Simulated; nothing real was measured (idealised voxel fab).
Process module under the name voxel spacer lines
This is section cut - it's 235 nm across, gridded in 5 nm square cells.
Think of the cross-section as a grid of square cells. We describe it in bands, top to bottom, and each band covers one or more rows of those cells. Top, bottom (nm), then materials left to right with widths (nm); lone material tagged "all across" fills the whole band edge to edge; "air" = empty space. Measure heights from 0. That's the level where, below it, the as-received wafer is all one material. The lowest band is bottomless and extends downward; write it as in "0 down". A width given as "30 to 40" starts at the first number in the band's top row and ends at the second number in its bottom row, shifting by an equal amount at every step from row to row. "stayed the same", as given for a step, is the statement that not any cell of the cross-section underwent a change during that step. "Closed void catalog" lists enclosed empty spaces (at least 8 cells, no open path upward to the top), each as width x height at distance from the left edge, in nm. On each step's line, the part that comes after the settings is the simulator's own comment on the step. The setting "overlay nm" may be written on the line of a step. When the step uses a mask, the value reports how far to the right of the planned place the mask lay, and a negative value reports that it lay to the left.
List of planned process steps:
1) RECEIVE | material Si
2) CONFORMAL_DEP | material Al2O3 | thk nm 5
3) DIRECTIONAL_DEP | material W | thk nm 10
4) DIRECTIONAL_DEP | material aC | thk nm 25
5) PATTERN | tone cover | mask id MANDREL | material resist | width nm 15 | pitch nm 60 | thk nm 35 | overlay nm 0
6) DIRECTIONAL_ETCH | etch materials aC | depth nm 25
7) STRIP | etch materials resist
8) CONFORMAL_DEP | material SiO2 | thk nm 15
9) DIRECTIONAL_ETCH | etch materials SiO2 | depth nm 15
10) STRIP | etch materials aC
11) DIRECTIONAL_ETCH | etch materials W | depth nm 10
12) STRIP | etch materials SiO2
13) FILL_DEP | material lowk | thk nm 10
14) CMP | height nm 15
First of two wafers, with the run carried out as planned:
Step 1 complete: cross-section of the wafer as received:
* 0 down | Si all across
* Closed void catalog: none
Cross-section: wafer state after step 2:
* 5 to 0 | Al2O3 all across
* Under the height 0 nothing was changed.
Cross-section: wafer state after step 3:
* 15 to 5 | W all across
* Under the height 5 nothing was changed.
Cross-section: wafer state after step 4:
* 40 to 15 | aC all across
* Under the height 15 nothing was changed.
Cross-section: wafer state after step 5:
* 75 to 40 | air=50, then resist=15, then air=45, then resist=15, then air=45, then resist=15, then air=50
* Under the height 40 nothing was changed.
Cross-section: wafer state after step 6:
* 50 to 40 | air=50, then resist=15, then air=45, then resist=15, then air=45, then resist=15, then air=50
* 40 to 15 | air=50, then aC=15, then air=45, then aC=15, then air=45, then aC=15, then air=50
* Under the height 15 nothing was changed.
Cross-section: wafer state after step 7:
* 40 to 15 | air=50, then aC=15, then air=45, then aC=15, then air=45, then aC=15, then air=50
* Under the height 15 nothing was changed.
Cross-section: wafer state after step 8:
* 55 to 40 | air=35, then SiO2=45, then air=15, then SiO2=45, then air=15, then SiO2=45, then air=35
* 40 to 30 | air=35, then SiO2=15, then aC=15, then SiO2=15, then air=15, then SiO2=15, then aC=15, then SiO2=15, then air=15, then SiO2=15, then aC=15, then SiO2=15, then air=35
* 30 to 15 | SiO2=50, then aC=15, then SiO2=45, then aC=15, then SiO2=45, then aC=15, then SiO2=50
* Under the height 15 nothing was changed.
Cross-section: wafer state after step 9:
* 40 to 15 | air=35, then SiO2=15, then aC=15, then SiO2=15, then air=15, then SiO2=15, then aC=15, then SiO2=15, then air=15, then SiO2=15, then aC=15, then SiO2=15, then air=35
* Under the height 15 nothing was changed.
Cross-section: wafer state after step 10:
* 40 to 15 | air=35, then SiO2=15, then air=15, then SiO2=15, then air=15, then SiO2=15, then air=15, then SiO2=15, then air=15, then SiO2=15, then air=15, then SiO2=15, then air=35
* Under the height 15 nothing was changed.
Cross-section: wafer state after step 11:
* 40 to 15 | air=35, then SiO2=15, then air=15, then SiO2=15, then air=15, then SiO2=15, then air=15, then SiO2=15, then air=15, then SiO2=15, then air=15, then SiO2=15, then air=35
* 15 to 5 | air=35, then W=15, then air=15, then W=15, then air=15, then W=15, then air=15, then W=15, then air=15, then W=15, then air=15, then W=15, then air=35
* Under the height 5 nothing was changed.
Cross-section: wafer state after step 12:
* 15 to 5 | air=35, then W=15, then air=15, then W=15, then air=15, then W=15, then air=15, then W=15, then air=15, then W=15, then air=15, then W=15, then air=35
* Under the height 5 nothing was changed.
Cross-section: wafer state after step 13:
* 25 to 15 | lowk all across
* 15 to 5 | lowk=35, then W=15, then lowk=15, then W=15, then lowk=15, then W=15, then lowk=15, then W=15, then lowk=15, then W=15, then lowk=15, then W=15, then lowk=35
* Under the height 5 nothing was changed.
Cross-section: wafer state after step 14:
* 15 to 5 | lowk=35, then W=15, then lowk=15, then W=15, then lowk=15, then W=15, then lowk=15, then W=15, then lowk=15, then W=15, then lowk=15, then W=15, then lowk=35
* Under the height 5 nothing was changed.
Second wafer: like start, like plan, one mistake. Through step 1 it matches the first wafer:
X-section, second wafer, when step 2 was due to finish:
* 5 to 0 | lowk all across
* Under the height 0 nothing was changed.
X-section, second wafer, when step 3 was due to finish:
* 15 to 5 | W all across
* Under the height 5 nothing was changed.
X-section, second wafer, when step 4 was due to finish:
* 40 to 15 | aC all across
* Under the height 15 nothing was changed.
X-section, second wafer, when step 5 was due to finish:
* 75 to 40 | air=50, then resist=15, then air=45, then resist=15, then air=45, then resist=15, then air=50
* Under the height 40 nothing was changed.
X-section, second wafer, when step 6 was due to finish:
* 50 to 40 | air=50, then resist=15, then air=45, then resist=15, then air=45, then resist=15, then air=50
* 40 to 15 | air=50, then aC=15, then air=45, then aC=15, then air=45, then aC=15, then air=50
* Under the height 15 nothing was changed.
X-section, second wafer, when step 7 was due to finish:
* 40 to 15 | air=50, then aC=15, then air=45, then aC=15, then air=45, then aC=15, then air=50
* Under the height 15 nothing was changed.
X-section, second wafer, when step 8 was due to finish:
* 55 to 40 | air=35, then SiO2=45, then air=15, then SiO2=45, then air=15, then SiO2=45, then air=35
* 40 to 30 | air=35, then SiO2=15, then aC=15, then SiO2=15, then air=15, then SiO2=15, then aC=15, then SiO2=15, then air=15, then SiO2=15, then aC=15, then SiO2=15, then air=35
* 30 to 15 | SiO2=50, then aC=15, then SiO2=45, then aC=15, then SiO2=45, then aC=15, then SiO2=50
* Under the height 15 nothing was changed.
X-section, second wafer, when step 9 was due to finish:
* 40 to 15 | air=35, then SiO2=15, then aC=15, then SiO2=15, then air=15, then SiO2=15, then aC=15, then SiO2=15, then air=15, then SiO2=15, then aC=15, then SiO2=15, then air=35
* Under the height 15 nothing was changed.
X-section, second wafer, when step 10 was due to finish:
* 40 to 15 | air=35, then SiO2=15, then air=15, then SiO2=15, then air=15, then SiO2=15, then air=15, then SiO2=15, then air=15, then SiO2=15, then air=15, then SiO2=15, then air=35
* Under the height 15 nothing was changed.
X-section, second wafer, when step 11 was due to finish:
* 40 to 15 | air=35, then SiO2=15, then air=15, then SiO2=15, then air=15, then SiO2=15, then air=15, then SiO2=15, then air=15, then SiO2=15, then air=15, then SiO2=15, then air=35
* 15 to 5 | air=35, then W=15, then air=15, then W=15, then air=15, then W=15, then air=15, then W=15, then air=15, then W=15, then air=15, then W=15, then air=35
* Under the height 5 nothing was changed.
X-section, second wafer, when step 12 was due to finish:
* 15 to 5 | air=35, then W=15, then air=15, then W=15, then air=15, then W=15, then air=15, then W=15, then air=15, then W=15, then air=15, then W=15, then air=35
* Under the height 5 nothing was changed.
X-section, second wafer, when step 13 was due to finish:
* 25 to 15 | lowk all across
* 15 to 5 | lowk=35, then W=15, then lowk=15, then W=15, then lowk=15, then W=15, then lowk=15, then W=15, then lowk=15, then W=15, then lowk=15, then W=15, then lowk=35
* Under the height 5 nothing was changed.
X-section, second wafer, when step 14 was due to finish:
* 15 to 5 | lowk=35, then W=15, then lowk=15, then W=15, then lowk=15, then W=15, then lowk=15, then W=15, then lowk=15, then W=15, then lowk=15, then W=15, then lowk=35
* Under the height 5 nothing was changed.
Heads up, the wafer didn't run the way we planned it: note that step 2 departed from the planned setting and was carried out as CONFORMAL_DEP | material lowk | thk nm 5
The final cell counts differ between the wafers, with the second having more or fewer of some materials than the first: -47 Al2O3; +47 lowk
